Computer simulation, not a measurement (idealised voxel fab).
process module | voxel ribs on slabs
cross-section cut | 200 nm wide | cells 5 nm
A cross-section is a grid of square cells, given in bands from the top down. A band is one or more rows of cells.
Each band's line starts with the height of the band's top and of its bottom, in nm. Then come its materials from left to right, each with its width in nm. One material with "throughout" fills the band from edge to edge. "air" is empty space.
Height 0 is the level under which the wafer as received is all one material. The lowest band goes on downwards, as in "0 down".
A width such as "30 to 40" changes by the same amount from each row of cells to the next, from the band's top row to its bottom row.
"no change" after a step means that no cell of the cross-section changed.
closed voids: empty space of 8 cells or more with no open way to the top, each as width x height at its distance from the left edge, in nm
after a step's settings: what the simulator itself notes on the step
overlay nm, on a step with a mask: how far to the right of its planned place the mask lay; to the left if negative
plan
1 op RECEIVE | material Si
2 op DIRECTIONAL_DEP | material SiO2 | thk nm 25
3 op DIRECTIONAL_DEP | material SiN | thk nm 25
4 op MASKED_ETCH | tone cover | mask id RIB | width nm 25 | etch materials SiN | depth nm 20 | overlay nm 0
5 op DIRECTIONAL_DEP | material aC | thk nm 15
6 op PATTERN | tone cover | mask id SLAB | material resist | width nm 55 | thk nm 30 | overlay nm 0
7 op DIRECTIONAL_ETCH | etch materials aC | depth nm 15
8 op STRIP | etch materials resist
9 op DIRECTIONAL_ETCH | etch materials SiN | depth nm 5
10 op STRIP | etch materials aC
11 op FILL_DEP | material SiO2 | thk nm 20
12 op CMP | height nm 60
13 op DIRECTIONAL_DEP | material W | thk nm 5
14 op MASKED_ETCH | tone cover | mask id HEATER | width nm 35 | etch materials W | depth nm 5 | overlay nm 0
15 op CONFORMAL_DEP | material SiN | thk nm 10
as received, after step 1
  0 down: Si throughout
  closed voids: none
first wafer at the end, as planned
  75 to 70: air 70 | SiN 55 | air 75
  70 to 65: SiN throughout
  65 to 60: SiN 80 | W 35 | SiN 85
  60 to 50: SiO2 throughout
  50 to 30: SiO2 85 | SiN 25 | SiO2 90
  30 to 25: SiO2 70 | SiN 55 | SiO2 75
  25 to 0: SiO2 throughout
  0 down: Si throughout
  closed voids: none
second wafer at the end: like start, like plan, one mistake
  75 to 70: air 70 | SiN 55 | air 75
  70 to 65: SiN throughout
  65 to 60: SiN 80 | W 35 | SiN 85
  60 to 45: SiO2 throughout
  45 to 25: SiO2 85 | SiN 25 | SiO2 90
  25 to 20: SiO2 70 | SiN 55 | SiO2 75
  20 to 0: SiO2 throughout
  0 down: Si throughout
  closed voids: none
what went wrong: step 2 ran as: op DIRECTIONAL_DEP | material SiO2 | thk nm 20
at the end the second wafer has, in cells: as many of each material as the first, in other places
